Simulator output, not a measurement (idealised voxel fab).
The process module that follows is named voxel self aligned contacts.
Cross-section cut spans 300 nm and uses square cells 5 nm in size.
Format of a cross-section: grid, square cells. Given as bands. Order: top down. Band: one or more rows of cells. The entry gives the band's vertical extent as a top height and a bottom height in nm, then its horizontal make-up as materials from left to right, each with a width in nm. "empty" stands for empty space; a single material marked "throughout" fills the band edge to edge. Heights are measured from 0, the level below which the as-received wafer is all one material; the lowest band has no bottom and continues downward, written as in "top 0, no bottom". A two-number width, for instance "30 to 40", indicates that the width is equal to the first number in the top row of the band and to the second number in the bottom row, and that it changes by a constant amount per row of cells. "all unchanged" means the step left every cell of the cross-section as it was. Listed in "Sealed voids": every empty space of 8 or more cells without an open way to the top. Form: width x height at distance, the distance being from the left edge, all in nm. Anything after a step's settings on that line? It's the simulator's own note about the step. On any step carrying a mask, the "overlay nm" setting, if present on the step's line, tells how far right of its planned place the mask lay; negative values point to the left.
-- Process steps foreseen in the plan
1,RECEIVE: material Si
2,OXIDIZE: depth nm 5
3,DIRECTIONAL_DEP: material polySi, thk nm 20
4,DIRECTIONAL_DEP: material SiN, thk nm 15
5,MASKED_ETCH: tone cover, mask id GATE, width nm 25, pitch nm 60, etch materials SiN, depth nm 15, overlay nm 0
6,MASKED_ETCH: tone cover, mask id GATE, width nm 25, pitch nm 60, etch materials polySi, depth nm 20, overlay nm 0
7,CONFORMAL_DEP: material SiN, thk nm 5
8,DIRECTIONAL_ETCH: etch materials SiN, depth nm 5
9,FILL_DEP: material SiO2, thk nm 15
10,CMP: height nm 40
11,DIRECTIONAL_DEP: material aC, thk nm 10
12,PATTERN: tone open, mask id CONTACT, material resist, width nm 45, thk nm 30, overlay nm 0
13,DIRECTIONAL_ETCH: etch materials aC, depth nm 10
14,STRIP: etch materials resist
15,DIRECTIONAL_ETCH: etch materials SiO2, depth nm 45
16,STRIP: etch materials aC
17,CONFORMAL_DEP: material TiN, thk nm 5
18,FILL_DEP: material Ru, thk nm 5
19,CMP: height nm 40
20,CONFORMAL_DEP: material SiN, thk nm 5
-- The first of a set of two wafers, run to plan
-- Wafer cross-section on receipt, i.e. after step 1
- top 0, no bottom | Si throughout
- Sealed voids: none
-- The following cross-section depicts the wafer upon completion of step 2
- top 0, bottom -5 | SiO2 throughout
- At heights below -5, the structure remains unaltered.
-- The following cross-section depicts the wafer upon completion of step 3
- top 20, bottom 0 | polySi throughout
- At heights below 0, the structure remains unaltered.
-- The following cross-section depicts the wafer upon completion of step 4
- top 35, bottom 20 | SiN throughout
- At heights below 20, the structure remains unaltered.
-- The following cross-section depicts the wafer upon completion of step 5
- top 35, bottom 20 | empty (105); SiN (25); empty (35); SiN (25); empty (110)
- At heights below 20, the structure remains unaltered.
-- The following cross-section depicts the wafer upon completion of step 6
- top 35, bottom 20 | empty (105); SiN (25); empty (35); SiN (25); empty (110)
- top 20, bottom 0 | empty (105); polySi (25); empty (35); polySi (25); empty (110)
- At heights below 0, the structure remains unaltered.
-- The following cross-section depicts the wafer upon completion of step 7
- top 40, bottom 20 | empty (100); SiN (35); empty (25); SiN (35); empty (105)
- top 20, bottom 5 | empty (100); SiN (5); polySi (25); SiN (5); empty (25); SiN (5); polySi (25); SiN (5); empty (105)
- top 5, bottom 0 | SiN (105); polySi (25); SiN (35); polySi (25); SiN (110)
- At heights below 0, the structure remains unaltered.
-- The following cross-section depicts the wafer upon completion of step 8
- top 35, bottom 20 | empty (100); SiN (35); empty (25); SiN (35); empty (105)
- top 20, bottom 0 | empty (100); SiN (5); polySi (25); SiN (5); empty (25); SiN (5); polySi (25); SiN (5); empty (105)
- At heights below 0, the structure remains unaltered.
-- The following cross-section depicts the wafer upon completion of step 9
- top 50, bottom 35 | SiO2 throughout
- top 35, bottom 20 | SiO2 (100); SiN (35); SiO2 (25); SiN (35); SiO2 (105)
- top 20, bottom 0 | SiO2 (100); SiN (5); polySi (25); SiN (5); SiO2 (25); SiN (5); polySi (25); SiN (5); SiO2 (105)
- At heights below 0, the structure remains unaltered.
-- The following cross-section depicts the wafer upon completion of step 10
- top 40, bottom 35 | SiO2 throughout
- At heights below 35, the structure remains unaltered.
-- The following cross-section depicts the wafer upon completion of step 11
- top 50, bottom 40 | aC throughout
- At heights below 40, the structure remains unaltered.
-- The following cross-section depicts the wafer upon completion of step 12
- top 80, bottom 50 | resist (125); empty (45); resist (130)
- At heights below 50, the structure remains unaltered.
-- The following cross-section depicts the wafer upon completion of step 13
- top 70, bottom 50 | resist (125); empty (45); resist (130)
- top 50, bottom 40 | aC (125); empty (45); aC (130)
- At heights below 40, the structure remains unaltered.
-- The following cross-section depicts the wafer upon completion of step 14
- top 50, bottom 40 | aC (125); empty (45); aC (130)
- At heights below 40, the structure remains unaltered.
-- The following cross-section depicts the wafer upon completion of step 15
- top 50, bottom 40 | aC (125); empty (45); aC (130)
- top 40, bottom 35 | SiO2 (125); empty (45); SiO2 (130)
- top 35, bottom 20 | SiO2 (100); SiN (35); empty (25); SiN (35); SiO2 (105)
- top 20, bottom 0 | SiO2 (100); SiN (5); polySi (25); SiN (5); empty (25); SiN (5); polySi (25); SiN (5); SiO2 (105)
- top 0, bottom -5 | SiO2 (135); empty (25); SiO2 (140)
- At heights below -5, the structure remains unaltered.
-- The following cross-section depicts the wafer upon completion of step 16
- top 40, bottom 35 | SiO2 (125); empty (45); SiO2 (130)
- At heights below 35, the structure remains unaltered.
-- The following cross-section depicts the wafer upon completion of step 17
- top 45, bottom 40 | TiN (130); empty (35); TiN (135)
- top 40, bottom 35 | SiO2 (125); TiN (15); empty (15); TiN (15); SiO2 (130)
- top 35, bottom 20 | SiO2 (100); SiN (35); TiN (5); empty (15); TiN (5); SiN (35); SiO2 (105)
- top 20, bottom 0 | SiO2 (100); SiN (5); polySi (25); SiN (5); TiN (5); empty (15); TiN (5); SiN (5); polySi (25); SiN (5); SiO2 (105)
- top 0, bottom -5 | SiO2 (135); TiN (25); SiO2 (140)
- At heights below -5, the structure remains unaltered.
-- The following cross-section depicts the wafer upon completion of step 18
- top 50, bottom 45 | Ru throughout
- top 45, bottom 40 | TiN (130); Ru (35); TiN (135)
- top 40, bottom 35 | SiO2 (125); TiN (15); Ru (15); TiN (15); SiO2 (130)
- top 35, bottom 20 | SiO2 (100); SiN (35); TiN (5); Ru (15); TiN (5); SiN (35); SiO2 (105)
- top 20, bottom 0 | SiO2 (100); SiN (5); polySi (25); SiN (5); TiN (5); Ru (15); TiN (5); SiN (5); polySi (25); SiN (5); SiO2 (105)
- At heights below 0, the structure remains unaltered.
-- The following cross-section depicts the wafer upon completion of step 19
- top 40, bottom 35 | SiO2 (125); TiN (15); Ru (15); TiN (15); SiO2 (130)
- At heights below 35, the structure remains unaltered.
-- The following cross-section depicts the wafer upon completion of step 20
- top 45, bottom 40 | SiN throughout
- At heights below 40, the structure remains unaltered.
-- The Second Wafer: Common Origin and Plan, One Mistake in Execution, Identical to the First Through Step 2
-- Cross-section of the second wafer at the time step 3 of the plan should have ended
- top 40, bottom 0 | polySi throughout
- At heights below 0, the structure remains unaltered.
-- Cross-section of the second wafer at the time step 4 of the plan should have ended
- top 55, bottom 40 | SiN throughout
- At heights below 40, the structure remains unaltered.
-- Cross-section of the second wafer at the time step 5 of the plan should have ended
- top 55, bottom 40 | empty (105); SiN (25); empty (35); SiN (25); empty (110)
- At heights below 40, the structure remains unaltered.
-- Cross-section of the second wafer at the time step 6 of the plan should have ended
- top 55, bottom 40 | empty (105); SiN (25); empty (35); SiN (25); empty (110)
- top 40, bottom 20 | empty (105); polySi (25); empty (35); polySi (25); empty (110)
- At heights below 20, the structure remains unaltered.
-- Cross-section of the second wafer at the time step 7 of the plan should have ended
- top 60, bottom 40 | empty (100); SiN (35); empty (25); SiN (35); empty (105)
- top 40, bottom 25 | empty (100); SiN (5); polySi (25); SiN (5); empty (25); SiN (5); polySi (25); SiN (5); empty (105)
- top 25, bottom 20 | SiN (105); polySi (25); SiN (35); polySi (25); SiN (110)
- At heights below 20, the structure remains unaltered.
-- Cross-section of the second wafer at the time step 8 of the plan should have ended
- top 55, bottom 40 | empty (100); SiN (35); empty (25); SiN (35); empty (105)
- top 40, bottom 20 | empty (100); SiN (5); polySi (25); SiN (5); empty (25); SiN (5); polySi (25); SiN (5); empty (105)
- At heights below 20, the structure remains unaltered.
-- Cross-section of the second wafer at the time step 9 of the plan should have ended
- top 70, bottom 55 | SiO2 throughout
- top 55, bottom 40 | SiO2 (100); SiN (35); SiO2 (25); SiN (35); SiO2 (105)
- top 40, bottom 20 | SiO2 (100); SiN (5); polySi (25); SiN (5); SiO2 (25); SiN (5); polySi (25); SiN (5); SiO2 (105)
- At heights below 20, the structure remains unaltered.
-- Cross-section of the second wafer at the time step 10 of the plan should have ended
- top 40, bottom 20 | SiO2 (100); SiN (5); polySi (25); SiN (5); SiO2 (25); SiN (5); polySi (25); SiN (5); SiO2 (105)
- At heights below 20, the structure remains unaltered.
-- Cross-section of the second wafer at the time step 11 of the plan should have ended
- top 50, bottom 40 | aC throughout
- At heights below 40, the structure remains unaltered.
-- Cross-section of the second wafer at the time step 12 of the plan should have ended
- top 80, bottom 50 | resist (125); empty (45); resist (130)
- At heights below 50, the structure remains unaltered.
-- Cross-section of the second wafer at the time step 13 of the plan should have ended
- top 70, bottom 50 | resist (125); empty (45); resist (130)
- top 50, bottom 40 | aC (125); empty (45); aC (130)
- At heights below 40, the structure remains unaltered.
-- Cross-section of the second wafer at the time step 14 of the plan should have ended
- top 50, bottom 40 | aC (125); empty (45); aC (130)
- At heights below 40, the structure remains unaltered.
-- Cross-section of the second wafer at the time step 15 of the plan should have ended
- top 50, bottom 40 | aC (125); empty (45); aC (130)
- top 40, bottom 20 | SiO2 (100); SiN (5); polySi (25); SiN (5); empty (25); SiN (5); polySi (25); SiN (5); SiO2 (105)
- At heights below 20, the structure remains unaltered.
-- Cross-section of the second wafer at the time step 16 of the plan should have ended
- top 40, bottom 20 | SiO2 (100); SiN (5); polySi (25); SiN (5); empty (25); SiN (5); polySi (25); SiN (5); SiO2 (105)
- At heights below 20, the structure remains unaltered.
-- Cross-section of the second wafer at the time step 17 of the plan should have ended
- top 45, bottom 40 | TiN (140); empty (15); TiN (145)
- top 40, bottom 25 | SiO2 (100); SiN (5); polySi (25); SiN (5); TiN (5); empty (15); TiN (5); SiN (5); polySi (25); SiN (5); SiO2 (105)
- top 25, bottom 20 | SiO2 (100); SiN (5); polySi (25); SiN (5); TiN (25); SiN (5); polySi (25); SiN (5); SiO2 (105)
- At heights below 20, the structure remains unaltered.
-- Cross-section of the second wafer at the time step 18 of the plan should have ended
- top 50, bottom 45 | Ru throughout
- top 45, bottom 40 | TiN (140); Ru (15); TiN (145)
- top 40, bottom 25 | SiO2 (100); SiN (5); polySi (25); SiN (5); TiN (5); Ru (15); TiN (5); SiN (5); polySi (25); SiN (5); SiO2 (105)
- At heights below 25, the structure remains unaltered.
-- Cross-section of the second wafer at the time step 19 of the plan should have ended
- top 40, bottom 25 | SiO2 (100); SiN (5); polySi (25); SiN (5); TiN (5); Ru (15); TiN (5); SiN (5); polySi (25); SiN (5); SiO2 (105)
- At heights below 25, the structure remains unaltered.
-- Cross-section of the second wafer at the time step 20 of the plan should have ended
- top 45, bottom 40 | SiN throughout
- At heights below 40, the structure remains unaltered.
Deviation from plan: step 3 in the plan was executed twice
The closing comparison, in cells, has the second wafer with more or fewer of some materials than the first: -15 Ru, -42 SiN, -169 SiO2, -14 TiN, +240 polySi
